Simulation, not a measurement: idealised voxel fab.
The name of this process module is voxel ribs on slabs.
Cross-section cut: width 270 nm, square cells of 5 nm.
In what follows, cross-sections appear as grids of square cells, described through bands that run from the top down, where every band is one or more rows of cells. Top height, bottom height, nm. Materials left to right, width each, nm. Single material + "all across" = fills band edge to edge. "empty" = empty. Zero point of the height axis is 0; under it, received wafer = one material. Lowest band: continues down indefinitely, "0 down". Think of "30..40" as a width that walks from the first number to the second as you go down the band, top row to bottom row, taking equal-sized steps from row to row. The cross-section has no changed cell in any step marked "left unchanged". Encapsulated voids: empty space of 8 cells or more with no open way to the top, each as width x height at its distance from the left edge, in nm. Step line, after settings: the simulator's comment on this step. On any step carrying a mask, the "overlay nm" setting, if present on the step's line, tells how far right of its planned place the mask lay; negative values point to the left.

Process steps - plan
1 RECEIVE | material Si
2 DIRECTIONAL_DEP | material SiO2 | thk nm 30
3 DIRECTIONAL_DEP | material polySi | thk nm 25
4 MASKED_ETCH | tone cover | mask id RIB | width nm 20 | etch materials polySi | depth nm 20 | overlay nm 0
5 PATTERN | tone cover | mask id SLAB | material resist | width nm 70 | thk nm 20 | overlay nm 0
6 DIRECTIONAL_ETCH | etch materials polySi | depth nm 5
7 STRIP | etch materials resist
8 FILL_DEP | material SiO2 | thk nm 20
9 CMP | height nm 65
10 DIRECTIONAL_DEP | material TiN | thk nm 10
11 DIRECTIONAL_DEP | material aC | thk nm 10
12 PATTERN | tone cover | mask id HEATER | material resist | width nm 30 | thk nm 30 | overlay nm 0
13 DIRECTIONAL_ETCH | etch materials aC | depth nm 10
14 STRIP | etch materials resist
15 DIRECTIONAL_ETCH | etch materials TiN | depth nm 10
16 STRIP | etch materials aC
17 CONFORMAL_DEP | material SiO2 | thk nm 10

Incoming wafer, cross-sectional view, post step 1
    0 down: Si all across
    Encapsulated voids: none

Cross-section, first of two wafers, end of module, run as planned
    85 to 75: 110 nm empty | 50 nm SiO2 | 110 nm empty
    75 to 65: 120 nm SiO2 | 30 nm TiN | 120 nm SiO2
    65 to 55: SiO2 all across
    55 to 35: 125 nm SiO2 | 20 nm polySi | 125 nm SiO2
    35 to 30: 100 nm SiO2 | 70 nm polySi | 100 nm SiO2
    30 to 0: SiO2 all across
    0 down: Si all across
    Encapsulated voids: none

So this is wafer number two of the two, cut at the end of the module - it started where the first did and had the same plan, we just got one thing wrong running it
    85 to 75: 110 nm empty | 50 nm SiO2 | 110 nm empty
    75 to 65: 120 nm SiO2 | 30 nm TiN | 120 nm SiO2
    65 to 25: SiO2 all across
    25 to 0: polySi all across
    0 down: Si all across
    Encapsulated voids: none
Error vs. plan: the intended sequence of steps 2 and 3 was reversed during processing, with each occupying the position of the other
End check, counted in cells, second wafer has more or fewer of these materials than the first: 240 fewer of SiO2; 240 more of polySi
